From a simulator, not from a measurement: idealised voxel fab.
The document below concerns the process module designated voxel double patterning.
Square cells of 5 nm make up the cross-section cut, whose width is 190 nm.
Cross-section format: a grid of square cells, given as bands from top to bottom; each band is one or more rows of cells.
A band entry consists of two parts. The first gives the height of the band's top and the height of its bottom, in nm. The rest lists the band's materials from left to right, each with its width in nm. A single material labelled with the word "full width" fills the band from edge to edge, and the word "blank" marks empty space.
It should be noted that heights are counted from 0, beneath which the wafer as supplied is of one material throughout, and that the lowest band possesses no lower boundary but continues downward, as written in "0 -> down".
Width: "30 to 40" (first number = top row, second number = bottom row, same change from row to row of cells).
You'll sometimes find "nothing altered" written for a step, and that's the way of saying that nowhere in the cross-section did a cell change during that step.
Look at "Enclosed voids" for the closed voids: empty spaces with no open path to the top, sized 8 cells or up. Each is width x height at distance, distance from the left edge, all nm.
On a step's line, text after the settings is the simulator commenting on that step.
For masked steps, "overlay nm" on the step line gives how far right of plan the mask actually lay; a minus sign means it lay to the left.
Each pair of cross-sections that follows straddles one process step: the one shows the state before the step, the other the state after it, down to the lowest band that changed and no further. The step in question, and its settings, are given under the pair. Note that a pair is not necessarily a continuation of the pair above it, since pairs can come from different runs of this module on the same starting wafer; it is a continuation only where its entry headed "Pre-step" says so.
Pre-step:
0 -> down: Si full width
Enclosed voids: none
Post-Step Cross-Section:
5 -> 0: SiO2 full width
No changes below 0.
Enclosed voids: none
The before and after cross-sections above are linked by CONFORMAL_DEP with material SiO2, thk nm 5
Pre-step: The initial state for this step is given by the after cross-section of the immediately preceding pair.
Post-Step Cross-Section:
15 -> 5: TiN full width
No changes below 5.
Enclosed voids: none
The before and after cross-sections above are linked by DIRECTIONAL_DEP with material TiN, thk nm 10
Pre-step: The initial state for this step is given by the after cross-section of the immediately preceding pair.
Post-Step Cross-Section:
25 -> 15: SiN full width
No changes below 15.
Enclosed voids: none
The before and after cross-sections above are linked by DIRECTIONAL_DEP with material SiN, thk nm 10
Pre-step: The initial state for this step is given by the after cross-section of the immediately preceding pair.
Post-Step Cross-Section:
40 -> 25: aC full width
No changes below 25.
Enclosed voids: none
The before and after cross-sections above are linked by DIRECTIONAL_DEP with material aC, thk nm 15
Pre-step: The initial state for this step is given by the after cross-section of the immediately preceding pair.
Post-Step Cross-Section:
70 -> 40: resist 60 nm  blank 15 nm  resist 35 nm  blank 15 nm  resist 65 nm
No changes below 40.
Enclosed voids: none
The before and after cross-sections above are linked by PATTERN with tone open, mask id FIRST, material resist, width nm 15, pitch nm 50, thk nm 30, overlay nm 0
Pre-step: The initial state for this step is given by the after cross-section of the immediately preceding pair.
Post-Step Cross-Section:
55 -> 40: resist 60 nm  blank 15 nm  resist 35 nm  blank 15 nm  resist 65 nm
40 -> 25: aC 60 nm  blank 15 nm  aC 35 nm  blank 15 nm  aC 65 nm
No changes below 25.
Enclosed voids: none
The before and after cross-sections above are linked by DIRECTIONAL_ETCH with etch materials aC, depth nm 15
Pre-step: The initial state for this step is given by the after cross-section of the immediately preceding pair.
Post-Step Cross-Section:
40 -> 25: aC 60 nm  blank 15 nm  aC 35 nm  blank 15 nm  aC 65 nm
No changes below 25.
Enclosed voids: none
The before and after cross-sections above are linked by STRIP with etch materials resist
Pre-step: The initial state for this step is given by the after cross-section of the immediately preceding pair.
Post-Step Cross-Section:
40 -> 25: aC 60 nm  blank 15 nm  aC 35 nm  blank 15 nm  aC 65 nm
25 -> 15: SiN 60 nm  blank 15 nm  SiN 35 nm  blank 15 nm  SiN 65 nm
No changes below 15.
Enclosed voids: none
The before and after cross-sections above are linked by DIRECTIONAL_ETCH with etch materials SiN, depth nm 10
Pre-step: The initial state for this step is given by the after cross-section of the immediately preceding pair.
Post-Step Cross-Section:
25 -> 15: SiN 60 nm  blank 15 nm  SiN 35 nm  blank 15 nm  SiN 65 nm
No changes below 15.
Enclosed voids: none
The before and after cross-sections above are linked by STRIP with etch materials aC
Pre-step: The initial state for this step is given by the after cross-section of the immediately preceding pair.
Post-Step Cross-Section:
40 -> 30: aC 60 nm  blank 15 nm  aC 35 nm  blank 15 nm  aC 65 nm
30 -> 25: aC full width
25 -> 15: SiN 60 nm  aC 15 nm  SiN 35 nm  aC 15 nm  SiN 65 nm
No changes below 15.
Enclosed voids: none
The before and after cross-sections above are linked by DIRECTIONAL_DEP with material aC, thk nm 15
Pre-step: The initial state for this step is given by the after cross-section of the immediately preceding pair.
Post-Step Cross-Section:
70 -> 40: resist 85 nm  blank 15 nm  resist 90 nm
40 -> 30: aC 60 nm  resist 15 nm  aC 35 nm  resist 15 nm  aC 65 nm
No changes below 30.
Enclosed voids: none
The before and after cross-sections above are linked by PATTERN with tone open, mask id SECOND, material resist, width nm 15, thk nm 30, overlay nm 0
Pre-step: The initial state for this step is given by the after cross-section of the immediately preceding pair.
Post-Step Cross-Section:
55 -> 40: resist 85 nm  blank 15 nm  resist 90 nm
40 -> 30: aC 60 nm  resist 15 nm  aC 10 nm  blank 15 nm  aC 10 nm  resist 15 nm  aC 65 nm
30 -> 25: aC 85 nm  blank 15 nm  aC 90 nm
No changes below 25.
Enclosed voids: none
The before and after cross-sections above are linked by DIRECTIONAL_ETCH with etch materials aC, depth nm 15
Pre-step: The initial state for this step is given by the after cross-section of the immediately preceding pair.
Post-Step Cross-Section:
40 -> 30: aC 60 nm  blank 15 nm  aC 10 nm  blank 15 nm  aC 10 nm  blank 15 nm  aC 65 nm
No changes below 30.
Enclosed voids: none
The before and after cross-sections above are linked by STRIP with etch materials resist
Pre-step: The initial state for this step is given by the after cross-section of the immediately preceding pair.
Post-Step Cross-Section:
40 -> 30: aC 60 nm  blank 15 nm  aC 10 nm  blank 15 nm  aC 10 nm  blank 15 nm  aC 65 nm
30 -> 25: aC 85 nm  blank 15 nm  aC 90 nm
25 -> 15: SiN 60 nm  aC 15 nm  SiN 10 nm  blank 15 nm  SiN 10 nm  aC 15 nm  SiN 65 nm
No changes below 15.
Enclosed voids: none
The before and after cross-sections above are linked by DIRECTIONAL_ETCH with etch materials SiN, depth nm 10
Pre-step: The initial state for this step is given by the after cross-section of the immediately preceding pair.
Post-Step Cross-Section:
25 -> 15: SiN 60 nm  blank 15 nm  SiN 10 nm  blank 15 nm  SiN 10 nm  blank 15 nm  SiN 65 nm
No changes below 15.
Enclosed voids: none
The before and after cross-sections above are linked by STRIP with etch materials aC
Pre-step: The initial state for this step is given by the after cross-section of the immediately preceding pair.
Post-Step Cross-Section:
25 -> 15: SiN 60 nm  blank 15 nm  SiN 10 nm  blank 15 nm  SiN 10 nm  blank 15 nm  SiN 65 nm
15 -> 5: TiN 60 nm  blank 15 nm  TiN 10 nm  blank 15 nm  TiN 10 nm  blank 15 nm  TiN 65 nm
No changes below 5.
Enclosed voids: none
The before and after cross-sections above are linked by DIRECTIONAL_ETCH with etch materials TiN, depth nm 10
Pre-step: The initial state for this step is given by the after cross-section of the immediately preceding pair.
Post-Step Cross-Section:
15 -> 5: TiN 60 nm  blank 15 nm  TiN 10 nm  blank 15 nm  TiN 10 nm  blank 15 nm  TiN 65 nm
No changes below 5.
Enclosed voids: none
The before and after cross-sections above are linked by STRIP with etch materials SiN
Pre-step:
0 -> down: Si full width
Enclosed voids: none
Post-Step Cross-Section:
10 -> 0: TiN full width
No changes below 0.
Enclosed voids: none
The before and after cross-sections above are linked by DIRECTIONAL_DEP with material TiN, thk nm 10
Pre-step: The initial state for this step is given by the after cross-section of the immediately preceding pair.
Post-Step Cross-Section:
20 -> 10: SiN full width
No changes below 10.
Enclosed voids: none
The before and after cross-sections above are linked by DIRECTIONAL_DEP with material SiN, thk nm 10
Pre-step: The initial state for this step is given by the after cross-section of the immediately preceding pair.
Post-Step Cross-Section:
35 -> 20: aC full width
No changes below 20.
Enclosed voids: none
The before and after cross-sections above are linked by DIRECTIONAL_DEP with material aC, thk nm 15
Pre-step: The initial state for this step is given by the after cross-section of the immediately preceding pair.
Post-Step Cross-Section:
65 -> 35: resist 60 nm  blank 15 nm  resist 35 nm  blank 15 nm  resist 65 nm
No changes below 35.
Enclosed voids: none
The before and after cross-sections above are linked by PATTERN with tone open, mask id FIRST, material resist, width nm 15, pitch nm 50, thk nm 30, overlay nm 0
Pre-step: The initial state for this step is given by the after cross-section of the immediately preceding pair.
Post-Step Cross-Section:
50 -> 35: resist 60 nm  blank 15 nm  resist 35 nm  blank 15 nm  resist 65 nm
35 -> 20: aC 60 nm  blank 15 nm  aC 35 nm  blank 15 nm  aC 65 nm
No changes below 20.
Enclosed voids: none
The before and after cross-sections above are linked by DIRECTIONAL_ETCH with etch materials aC, depth nm 15
Pre-step: The initial state for this step is given by the after cross-section of the immediately preceding pair.
Post-Step Cross-Section:
35 -> 20: aC 60 nm  blank 15 nm  aC 35 nm  blank 15 nm  aC 65 nm
No changes below 20.
Enclosed voids: none
The before and after cross-sections above are linked by STRIP with etch materials resist
Pre-step: The initial state for this step is given by the after cross-section of the immediately preceding pair.
Post-Step Cross-Section:
35 -> 20: aC 60 nm  blank 15 nm  aC 35 nm  blank 15 nm  aC 65 nm
20 -> 10: SiN 60 nm  blank 15 nm  SiN 35 nm  blank 15 nm  SiN 65 nm
No changes below 10.
Enclosed voids: none
The before and after cross-sections above are linked by DIRECTIONAL_ETCH with etch materials SiN, depth nm 10
Pre-step: The initial state for this step is given by the after cross-section of the immediately preceding pair.
Post-Step Cross-Section:
20 -> 10: SiN 60 nm  blank 15 nm  SiN 35 nm  blank 15 nm  SiN 65 nm
No changes below 10.
Enclosed voids: none
The before and after cross-sections above are linked by STRIP with etch materials aC
Pre-step: The initial state for this step is given by the after cross-section of the immediately preceding pair.
Post-Step Cross-Section:
35 -> 25: aC 60 nm  blank 15 nm  aC 35 nm  blank 15 nm  aC 65 nm
25 -> 20: aC full width
20 -> 10: SiN 60 nm  aC 15 nm  SiN 35 nm  aC 15 nm  SiN 65 nm
No changes below 10.
Enclosed voids: none
The before and after cross-sections above are linked by DIRECTIONAL_DEP with material aC, thk nm 15
Pre-step: The initial state for this step is given by the after cross-section of the immediately preceding pair.
Post-Step Cross-Section:
65 -> 35: resist 85 nm  blank 15 nm  resist 90 nm
35 -> 25: aC 60 nm  resist 15 nm  aC 35 nm  resist 15 nm  aC 65 nm
No changes below 25.
Enclosed voids: none
The before and after cross-sections above are linked by PATTERN with tone open, mask id SECOND, material resist, width nm 15, thk nm 30, overlay nm 0
Pre-step: The initial state for this step is given by the after cross-section of the immediately preceding pair.
Post-Step Cross-Section:
50 -> 35: resist 85 nm  blank 15 nm  resist 90 nm
35 -> 25: aC 60 nm  resist 15 nm  aC 10 nm  blank 15 nm  aC 10 nm  resist 15 nm  aC 65 nm
25 -> 20: aC 85 nm  blank 15 nm  aC 90 nm
No changes below 20.
Enclosed voids: none
The before and after cross-sections above are linked by DIRECTIONAL_ETCH with etch materials aC, depth nm 15
Pre-step: The initial state for this step is given by the after cross-section of the immediately preceding pair.
Post-Step Cross-Section:
35 -> 25: aC 60 nm  blank 15 nm  aC 10 nm  blank 15 nm  aC 10 nm  blank 15 nm  aC 65 nm
No changes below 25.
Enclosed voids: none
The before and after cross-sections above are linked by STRIP with etch materials resist
Pre-step: The initial state for this step is given by the after cross-section of the immediately preceding pair.
Post-Step Cross-Section:
35 -> 25: aC 60 nm  blank 15 nm  aC 10 nm  blank 15 nm  aC 10 nm  blank 15 nm  aC 65 nm
25 -> 20: aC 85 nm  blank 15 nm  aC 90 nm
20 -> 10: SiN 60 nm  aC 15 nm  SiN 10 nm  blank 15 nm  SiN 10 nm  aC 15 nm  SiN 65 nm
No changes below 10.
Enclosed voids: none
The before and after cross-sections above are linked by DIRECTIONAL_ETCH with etch materials SiN, depth nm 10
Pre-step: The initial state for this step is given by the after cross-section of the immediately preceding pair.
Post-Step Cross-Section:
20 -> 10: SiN 60 nm  blank 15 nm  SiN 10 nm  blank 15 nm  SiN 10 nm  blank 15 nm  SiN 65 nm
No changes below 10.
Enclosed voids: none
The before and after cross-sections above are linked by STRIP with etch materials aC
Pre-step: The initial state for this step is given by the after cross-section of the immediately preceding pair.
Post-Step Cross-Section:
20 -> 10: SiN 60 nm  blank 15 nm  SiN 10 nm  blank 15 nm  SiN 10 nm  blank 15 nm  SiN 65 nm
10 -> 0: TiN 60 nm  blank 15 nm  TiN 10 nm  blank 15 nm  TiN 10 nm  blank 15 nm  TiN 65 nm
No changes below 0.
Enclosed voids: none
The before and after cross-sections above are linked by DIRECTIONAL_ETCH with etch materials TiN, depth nm 10
Pre-step: The initial state for this step is given by the after cross-section of the immediately preceding pair.
Post-Step Cross-Section:
10 -> 0: TiN 60 nm  blank 15 nm  TiN 10 nm  blank 15 nm  TiN 10 nm  blank 15 nm  TiN 65 nm
No changes below 0.
Enclosed voids: none
The before and after cross-sections above are linked by STRIP with etch materials SiN
Pre-step:
55 -> 40: resist 60 nm  blank 15 nm  resist 35 nm  blank 15 nm  resist 65 nm
40 -> 25: aC 60 nm  blank 15 nm  aC 35 nm  blank 15 nm  aC 65 nm
25 -> 15: SiN full width
15 -> 5: TiN full width
5 -> 0: SiO2 full width
0 -> down: Si full width
Enclosed voids: none
Post-Step Cross-Section:
40 -> 25: aC 60 nm  blank 15 nm  aC 35 nm  blank 15 nm  aC 65 nm
No changes below 25.
Enclosed voids: none
The before and after cross-sections above are linked by DIRECTIONAL_ETCH with etch materials aC, depth nm 15
Pre-step:
10 -> 0: TiN full width
0 -> down: Si full width
Enclosed voids: none
Post-Step Cross-Section:
15 -> 10: SiO2 full width
No changes below 10.
Enclosed voids: none
The before and after cross-sections above are linked by CONFORMAL_DEP with material SiO2, thk nm 5
Pre-step: The initial state for this step is given by the after cross-section of the immediately preceding pair.
Post-Step Cross-Section:
25 -> 15: SiN full width
No changes below 15.
Enclosed voids: none
The before and after cross-sections above are linked by DIRECTIONAL_DEP with material SiN, thk nm 10
Pre-step: The initial state for this step is given by the after cross-section of the immediately preceding pair.
Post-Step Cross-Section:
40 -> 25: aC full width
No changes below 25.
Enclosed voids: none
The before and after cross-sections above are linked by DIRECTIONAL_DEP with material aC, thk nm 15
Pre-step: The initial state for this step is given by the after cross-section of the immediately preceding pair.
Post-Step Cross-Section:
70 -> 40: resist 60 nm  blank 15 nm  resist 35 nm  blank 15 nm  resist 65 nm
No changes below 40.
Enclosed voids: none
The before and after cross-sections above are linked by PATTERN with tone open, mask id FIRST, material resist, width nm 15, pitch nm 50, thk nm 30, overlay nm 0
Pre-step: The initial state for this step is given by the after cross-section of the immediately preceding pair.
Post-Step Cross-Section:
55 -> 40: resist 60 nm  blank 15 nm  resist 35 nm  blank 15 nm  resist 65 nm
40 -> 25: aC 60 nm  blank 15 nm  aC 35 nm  blank 15 nm  aC 65 nm
No changes below 25.
Enclosed voids: none
The before and after cross-sections above are linked by DIRECTIONAL_ETCH with etch materials aC, depth nm 15
Pre-step: The initial state for this step is given by the after cross-section of the immediately preceding pair.
Post-Step Cross-Section:
40 -> 25: aC 60 nm  blank 15 nm  aC 35 nm  blank 15 nm  aC 65 nm
No changes below 25.
Enclosed voids: none
The before and after cross-sections above are linked by STRIP with etch materials resist
Pre-step: The initial state for this step is given by the after cross-section of the immediately preceding pair.
Post-Step Cross-Section:
40 -> 25: aC 60 nm  blank 15 nm  aC 35 nm  blank 15 nm  aC 65 nm
25 -> 15: SiN 60 nm  blank 15 nm  SiN 35 nm  blank 15 nm  SiN 65 nm
No changes below 15.
Enclosed voids: none
The before and after cross-sections above are linked by DIRECTIONAL_ETCH with etch materials SiN, depth nm 10
Pre-step: The initial state for this step is given by the after cross-section of the immediately preceding pair.
Post-Step Cross-Section:
25 -> 15: SiN 60 nm  blank 15 nm  SiN 35 nm  blank 15 nm  SiN 65 nm
No changes below 15.
Enclosed voids: none
The before and after cross-sections above are linked by STRIP with etch materials aC
Pre-step: The initial state for this step is given by the after cross-section of the immediately preceding pair.
Post-Step Cross-Section:
40 -> 30: aC 60 nm  blank 15 nm  aC 35 nm  blank 15 nm  aC 65 nm
30 -> 25: aC full width
25 -> 15: SiN 60 nm  aC 15 nm  SiN 35 nm  aC 15 nm  SiN 65 nm
No changes below 15.
Enclosed voids: none
The before and after cross-sections above are linked by DIRECTIONAL_DEP with material aC, thk nm 15
Pre-step: The initial state for this step is given by the after cross-section of the immediately preceding pair.
Post-Step Cross-Section:
70 -> 40: resist 85 nm  blank 15 nm  resist 90 nm
40 -> 30: aC 60 nm  resist 15 nm  aC 35 nm  resist 15 nm  aC 65 nm
No changes below 30.
Enclosed voids: none
The before and after cross-sections above are linked by PATTERN with tone open, mask id SECOND, material resist, width nm 15, thk nm 30, overlay nm 0
Pre-step: The initial state for this step is given by the after cross-section of the immediately preceding pair.
Post-Step Cross-Section:
55 -> 40: resist 85 nm  blank 15 nm  resist 90 nm
40 -> 30: aC 60 nm  resist 15 nm  aC 10 nm  blank 15 nm  aC 10 nm  resist 15 nm  aC 65 nm
30 -> 25: aC 85 nm  blank 15 nm  aC 90 nm
No changes below 25.
Enclosed voids: none
The before and after cross-sections above are linked by DIRECTIONAL_ETCH with etch materials aC, depth nm 15
Pre-step: The initial state for this step is given by the after cross-section of the immediately preceding pair.
Post-Step Cross-Section:
40 -> 30: aC 60 nm  blank 15 nm  aC 10 nm  blank 15 nm  aC 10 nm  blank 15 nm  aC 65 nm
No changes below 30.
Enclosed voids: none
The before and after cross-sections above are linked by STRIP with etch materials resist
Pre-step: The initial state for this step is given by the after cross-section of the immediately preceding pair.
Post-Step Cross-Section:
40 -> 30: aC 60 nm  blank 15 nm  aC 10 nm  blank 15 nm  aC 10 nm  blank 15 nm  aC 65 nm
30 -> 25: aC 85 nm  blank 15 nm  aC 90 nm
25 -> 15: SiN 60 nm  aC 15 nm  SiN 10 nm  blank 15 nm  SiN 10 nm  aC 15 nm  SiN 65 nm
No changes below 15.
Enclosed voids: none
The before and after cross-sections above are linked by DIRECTIONAL_ETCH with etch materials SiN, depth nm 10
Pre-step: The initial state for this step is given by the after cross-section of the immediately preceding pair.
Post-Step Cross-Section:
25 -> 15: SiN 60 nm  blank 15 nm  SiN 10 nm  blank 15 nm  SiN 10 nm  blank 15 nm  SiN 65 nm
No changes below 15.
Enclosed voids: none
The before and after cross-sections above are linked by STRIP with etch materials aC
Pre-step: The initial state for this step is given by the after cross-section of the immediately preceding pair.
Post-Step Cross-Section:
15 -> 10: SiO2 full width
No changes below 10.
Enclosed voids: none
The before and after cross-sections above are linked by STRIP with etch materials SiN
Pre-step:
5 -> 0: SiO2 full width
0 -> down: Si full width
Enclosed voids: none
Post-Step Cross-Section:
10 -> 5: TiN full width
No changes below 5.
Enclosed voids: none
The before and after cross-sections above are linked by DIRECTIONAL_DEP with material TiN, thk nm 5
Pre-step: The initial state for this step is given by the after cross-section of the immediately preceding pair.
Post-Step Cross-Section:
20 -> 10: SiN full width
No changes below 10.
Enclosed voids: none
The before and after cross-sections above are linked by DIRECTIONAL_DEP with material SiN, thk nm 10
Pre-step: The initial state for this step is given by the after cross-section of the immediately preceding pair.
Post-Step Cross-Section:
35 -> 20: aC full width
No changes below 20.
Enclosed voids: none
The before and after cross-sections above are linked by DIRECTIONAL_DEP with material aC, thk nm 15
Pre-step: The initial state for this step is given by the after cross-section of the immediately preceding pair.
Post-Step Cross-Section:
65 -> 35: resist 60 nm  blank 15 nm  resist 35 nm  blank 15 nm  resist 65 nm
No changes below 35.
Enclosed voids: none
The before and after cross-sections above are linked by PATTERN with tone open, mask id FIRST, material resist, width nm 15, pitch nm 50, thk nm 30, overlay nm 0
Pre-step: The initial state for this step is given by the after cross-section of the immediately preceding pair.
Post-Step Cross-Section:
50 -> 35: resist 60 nm  blank 15 nm  resist 35 nm  blank 15 nm  resist 65 nm
35 -> 20: aC 60 nm  blank 15 nm  aC 35 nm  blank 15 nm  aC 65 nm
No changes below 20.
Enclosed voids: none
The before and after cross-sections above are linked by DIRECTIONAL_ETCH with etch materials aC, depth nm 15
Pre-step: The initial state for this step is given by the after cross-section of the immediately preceding pair.
Post-Step Cross-Section:
35 -> 20: aC 60 nm  blank 15 nm  aC 35 nm  blank 15 nm  aC 65 nm
No changes below 20.
Enclosed voids: none
The before and after cross-sections above are linked by STRIP with etch materials resist
Pre-step: The initial state for this step is given by the after cross-section of the immediately preceding pair.
Post-Step Cross-Section:
35 -> 20: aC 60 nm  blank 15 nm  aC 35 nm  blank 15 nm  aC 65 nm
20 -> 10: SiN 60 nm  blank 15 nm  SiN 35 nm  blank 15 nm  SiN 65 nm
No changes below 10.
Enclosed voids: none
The before and after cross-sections above are linked by DIRECTIONAL_ETCH with etch materials SiN, depth nm 10
Pre-step: The initial state for this step is given by the after cross-section of the immediately preceding pair.
Post-Step Cross-Section:
20 -> 10: SiN 60 nm  blank 15 nm  SiN 35 nm  blank 15 nm  SiN 65 nm
No changes below 10.
Enclosed voids: none
The before and after cross-sections above are linked by STRIP with etch materials aC
Pre-step: The initial state for this step is given by the after cross-section of the immediately preceding pair.
Post-Step Cross-Section:
35 -> 25: aC 60 nm  blank 15 nm  aC 35 nm  blank 15 nm  aC 65 nm
25 -> 20: aC full width
20 -> 10: SiN 60 nm  aC 15 nm  SiN 35 nm  aC 15 nm  SiN 65 nm
No changes below 10.
Enclosed voids: none
The before and after cross-sections above are linked by DIRECTIONAL_DEP with material aC, thk nm 15
Pre-step: The initial state for this step is given by the after cross-section of the immediately preceding pair.
Post-Step Cross-Section:
65 -> 35: resist 85 nm  blank 15 nm  resist 90 nm
35 -> 25: aC 60 nm  resist 15 nm  aC 35 nm  resist 15 nm  aC 65 nm
No changes below 25.
Enclosed voids: none
The before and after cross-sections above are linked by PATTERN with tone open, mask id SECOND, material resist, width nm 15, thk nm 30, overlay nm 0
Pre-step: The initial state for this step is given by the after cross-section of the immediately preceding pair.
Post-Step Cross-Section:
50 -> 35: resist 85 nm  blank 15 nm  resist 90 nm
35 -> 25: aC 60 nm  resist 15 nm  aC 10 nm  blank 15 nm  aC 10 nm  resist 15 nm  aC 65 nm
25 -> 20: aC 85 nm  blank 15 nm  aC 90 nm
No changes below 20.
Enclosed voids: none
The before and after cross-sections above are linked by DIRECTIONAL_ETCH with etch materials aC, depth nm 15
Pre-step: The initial state for this step is given by the after cross-section of the immediately preceding pair.
Post-Step Cross-Section:
35 -> 25: aC 60 nm  blank 15 nm  aC 10 nm  blank 15 nm  aC 10 nm  blank 15 nm  aC 65 nm
No changes below 25.
Enclosed voids: none
The before and after cross-sections above are linked by STRIP with etch materials resist
Pre-step: The initial state for this step is given by the after cross-section of the immediately preceding pair.
Post-Step Cross-Section:
35 -> 25: aC 60 nm  blank 15 nm  aC 10 nm  blank 15 nm  aC 10 nm  blank 15 nm  aC 65 nm
25 -> 20: aC 85 nm  blank 15 nm  aC 90 nm
20 -> 10: SiN 60 nm  aC 15 nm  SiN 10 nm  blank 15 nm  SiN 10 nm  aC 15 nm  SiN 65 nm
No changes below 10.
Enclosed voids: none
The before and after cross-sections above are linked by DIRECTIONAL_ETCH with etch materials SiN, depth nm 10
Pre-step: The initial state for this step is given by the after cross-section of the immediately preceding pair.
Post-Step Cross-Section:
20 -> 10: SiN 60 nm  blank 15 nm  SiN 10 nm  blank 15 nm  SiN 10 nm  blank 15 nm  SiN 65 nm
No changes below 10.
Enclosed voids: none
The before and after cross-sections above are linked by STRIP with etch materials aC
Pre-step: The initial state for this step is given by the after cross-section of the immediately preceding pair.
Post-Step Cross-Section:
20 -> 10: SiN 60 nm  blank 15 nm  SiN 10 nm  blank 15 nm  SiN 10 nm  blank 15 nm  SiN 65 nm
10 -> 5: TiN 60 nm  blank 15 nm  TiN 10 nm  blank 15 nm  TiN 10 nm  blank 15 nm  TiN 65 nm
No changes below 5.
Enclosed voids: none
The before and after cross-sections above are linked by DIRECTIONAL_ETCH with etch materials TiN, depth nm 10
Pre-step: The initial state for this step is given by the after cross-section of the immediately preceding pair.
Post-Step Cross-Section:
10 -> 5: TiN 60 nm  blank 15 nm  TiN 10 nm  blank 15 nm  TiN 10 nm  blank 15 nm  TiN 65 nm
No changes below 5.
Enclosed voids: none
The before and after cross-sections above are linked by STRIP with etch materials SiN
Pre-step:
40 -> 25: aC full width
25 -> 15: SiN full width
15 -> 5: TiN full width
5 -> 0: SiO2 full width
0 -> down: Si full width
Enclosed voids: none
Post-Step Cross-Section:
70 -> 40: resist 55 nm  blank 25 nm  resist 25 nm  blank 25 nm  resist 60 nm
No changes below 40.
Enclosed voids: none
The before and after cross-sections above are linked by PATTERN with tone open, mask id FIRST, material resist, width nm 25, pitch nm 50, thk nm 30, overlay nm 0
Pre-step: The initial state for this step is given by the after cross-section of the immediately preceding pair.
Post-Step Cross-Section:
55 -> 40: resist 55 nm  blank 25 nm  resist 25 nm  blank 25 nm  resist 60 nm
40 -> 25: aC 55 nm  blank 25 nm  aC 25 nm  blank 25 nm  aC 60 nm
No changes below 25.
Enclosed voids: none
The before and after cross-sections above are linked by DIRECTIONAL_ETCH with etch materials aC, depth nm 15
Pre-step: The initial state for this step is given by the after cross-section of the immediately preceding pair.
Post-Step Cross-Section:
40 -> 25: aC 55 nm  blank 25 nm  aC 25 nm  blank 25 nm  aC 60 nm
No changes below 25.
Enclosed voids: none
The before and after cross-sections above are linked by STRIP with etch materials resist
Pre-step: The initial state for this step is given by the after cross-section of the immediately preceding pair.
Post-Step Cross-Section:
40 -> 25: aC 55 nm  blank 25 nm  aC 25 nm  blank 25 nm  aC 60 nm
25 -> 15: SiN 55 nm  blank 25 nm  SiN 25 nm  blank 25 nm  SiN 60 nm
No changes below 15.
Enclosed voids: none
The before and after cross-sections above are linked by DIRECTIONAL_ETCH with etch materials SiN, depth nm 10
Pre-step: The initial state for this step is given by the after cross-section of the immediately preceding pair.
Post-Step Cross-Section:
25 -> 15: SiN 55 nm  blank 25 nm  SiN 25 nm  blank 25 nm  SiN 60 nm
No changes below 15.
Enclosed voids: none
The before and after cross-sections above are linked by STRIP with etch materials aC
Pre-step: The initial state for this step is given by the after cross-section of the immediately preceding pair.
Post-Step Cross-Section:
40 -> 30: aC 55 nm  blank 25 nm  aC 25 nm  blank 25 nm  aC 60 nm
30 -> 25: aC full width
25 -> 15: SiN 55 nm  aC 25 nm  SiN 25 nm  aC 25 nm  SiN 60 nm
No changes below 15.
Enclosed voids: none
The before and after cross-sections above are linked by DIRECTIONAL_DEP with material aC, thk nm 15
Pre-step: The initial state for this step is given by the after cross-section of the immediately preceding pair.
Post-Step Cross-Section:
70 -> 40: resist 85 nm  blank 15 nm  resist 90 nm
40 -> 30: aC 55 nm  resist 25 nm  aC 25 nm  resist 25 nm  aC 60 nm
No changes below 30.
Enclosed voids: none
The before and after cross-sections above are linked by PATTERN with tone open, mask id SECOND, material resist, width nm 15, thk nm 30, overlay nm 0
Pre-step: The initial state for this step is given by the after cross-section of the immediately preceding pair.
Post-Step Cross-Section:
55 -> 40: resist 85 nm  blank 15 nm  resist 90 nm
40 -> 30: aC 55 nm  resist 25 nm  aC 5 nm  blank 15 nm  aC 5 nm  resist 25 nm  aC 60 nm
30 -> 25: aC 85 nm  blank 15 nm  aC 90 nm
No changes below 25.
Enclosed voids: none
The before and after cross-sections above are linked by DIRECTIONAL_ETCH with etch materials aC, depth nm 15
Pre-step: The initial state for this step is given by the after cross-section of the immediately preceding pair.
Post-Step Cross-Section:
40 -> 30: aC 55 nm  blank 25 nm  aC 5 nm  blank 15 nm  aC 5 nm  blank 25 nm  aC 60 nm
No changes below 30.
Enclosed voids: none
The before and after cross-sections above are linked by STRIP with etch materials resist
Pre-step: The initial state for this step is given by the after cross-section of the immediately preceding pair.
Post-Step Cross-Section:
40 -> 30: aC 55 nm  blank 25 nm  aC 5 nm  blank 15 nm  aC 5 nm  blank 25 nm  aC 60 nm
30 -> 25: aC 85 nm  blank 15 nm  aC 90 nm
25 -> 15: SiN 55 nm  aC 25 nm  SiN 5 nm  blank 15 nm  SiN 5 nm  aC 25 nm  SiN 60 nm
No changes below 15.
Enclosed voids: none
The before and after cross-sections above are linked by DIRECTIONAL_ETCH with etch materials SiN, depth nm 10
Pre-step: The initial state for this step is given by the after cross-section of the immediately preceding pair.
Post-Step Cross-Section:
25 -> 15: SiN 55 nm  blank 25 nm  SiN 5 nm  blank 15 nm  SiN 5 nm  blank 25 nm  SiN 60 nm
No changes below 15.
Enclosed voids: none
The before and after cross-sections above are linked by STRIP with etch materials aC
Pre-step: The initial state for this step is given by the after cross-section of the immediately preceding pair.
Post-Step Cross-Section:
25 -> 15: SiN 55 nm  blank 25 nm  SiN 5 nm  blank 15 nm  SiN 5 nm  blank 25 nm  SiN 60 nm
15 -> 5: TiN 55 nm  blank 25 nm  TiN 5 nm  blank 15 nm  TiN 5 nm  blank 25 nm  TiN 60 nm
No changes below 5.
Enclosed voids: none
The before and after cross-sections above are linked by DIRECTIONAL_ETCH with etch materials TiN, depth nm 10
Pre-step: The initial state for this step is given by the after cross-section of the immediately preceding pair.
Post-Step Cross-Section:
15 -> 5: TiN 55 nm  blank 25 nm  TiN 5 nm  blank 15 nm  TiN 5 nm  blank 25 nm  TiN 60 nm
No changes below 5.
Enclosed voids: none
The before and after cross-sections above are linked by STRIP with etch materials SiN
Pre-step:
40 -> 30: aC 60 nm  blank 15 nm  aC 35 nm  blank 15 nm  aC 65 nm
30 -> 25: aC full width
25 -> 15: SiN 60 nm  aC 15 nm  SiN 35 nm  aC 15 nm  SiN 65 nm
15 -> 5: TiN full width
5 -> 0: SiO2 full width
0 -> down: Si full width
Enclosed voids: none
Post-Step Cross-Section:
70 -> 40: resist 90 nm  blank 15 nm  resist 85 nm
40 -> 30: aC 60 nm  resist 15 nm  aC 35 nm  resist 15 nm  aC 65 nm
No changes below 30.
Enclosed voids: none
The before and after cross-sections above are linked by PATTERN with tone open, mask id SECOND, material resist, width nm 15, thk nm 30, overlay nm 5
Pre-step: The initial state for this step is given by the after cross-section of the immediately preceding pair.
Post-Step Cross-Section:
55 -> 40: resist 90 nm  blank 15 nm  resist 85 nm
40 -> 30: aC 60 nm  resist 15 nm  aC 15 nm  blank 15 nm  aC 5 nm  resist 15 nm  aC 65 nm
30 -> 25: aC 90 nm  blank 15 nm  aC 85 nm
No changes below 25.
Enclosed voids: none
The before and after cross-sections above are linked by DIRECTIONAL_ETCH with etch materials aC, depth nm 15
